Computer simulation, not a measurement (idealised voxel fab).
voxel trench capacitor: a process module
Cross-section cut: width 220 nm, square cells of 5 nm.
Reading order for cross-sections: top band down to bottom band. Underlying form: a grid of square cells. Band size: one or more rows of cells. The band entry comprises the height of the band's top followed by the height of its bottom, expressed in nm, and subsequently the band's materials from left to right, each stated together with its width in nm. Where a single material is marked with the word "everywhere", that material fills the band from edge to edge. The word "air" represents empty space. Zero point of the height axis is 0; under it, received wafer = one material. Lowest band: continues down indefinitely, "0 down". Width spec "30..40" -> top row of cells at first value, bottom row at second value, equal per-row change in between. "remained the same" after a step means that no cell of the cross-section changed. The label "Voids, fully enclosed" introduces a list of the empty spaces, 8 cells or larger, that have no open way up to the top; each entry in it reads width x height at distance, where the distance is taken from the left edge and all three are stated in nm. Past the settings on a step's line: simulator remark, on that step. Steps that use a mask can have "overlay nm" on their line. It says how far the mask sat to the right of where it was meant to be. Negative means to the left.
List of planned process steps:
1 RECEIVE [material Si]
2 CONFORMAL_DEP [material SiN] [thk nm 10]
3 DIRECTIONAL_DEP [material aC] [thk nm 15]
4 PATTERN [tone open] [mask id TRENCH] [material resist] [width nm 20] [pitch nm 50] [thk nm 30] [overlay nm 0]
5 DIRECTIONAL_ETCH [etch materials aC] [depth nm 15]
6 STRIP [etch materials resist]
7 DIRECTIONAL_ETCH [etch materials SiN] [depth nm 10]
8 DIRECTIONAL_ETCH [etch materials Si] [depth nm 30]
9 STRIP [etch materials aC]
10 CONFORMAL_DEP [material Al2O3] [thk nm 5]
11 FILL_DEP [material polySi] [thk nm 5]
12 CMP [height nm 10]
Where the wafers of this document differ is in the thk nm of step 10; they start out the same, and the plan states the value that applied to the first wafer.
The first of several wafers, as received after step 1, seen in section:
  0 down: Si everywhere
  Voids, fully enclosed: none
Per wafer (row), end of module: delta in cells per material since receipt, (+) for gained, (-) for lost; closed voids after that:
thk nm 5 | +36 Al2O3 | -48 Si | +72 SiN | +28 polySi | Voids, fully enclosed: none
thk nm 10 | +64 Al2O3 | -48 Si | +72 SiN | Voids, fully enclosed: none
thk nm 15 | +64 Al2O3 | -48 Si | +72 SiN | Voids, fully enclosed: none
thk nm 20 | +64 Al2O3 | -48 Si | +72 SiN | Voids, fully enclosed: none
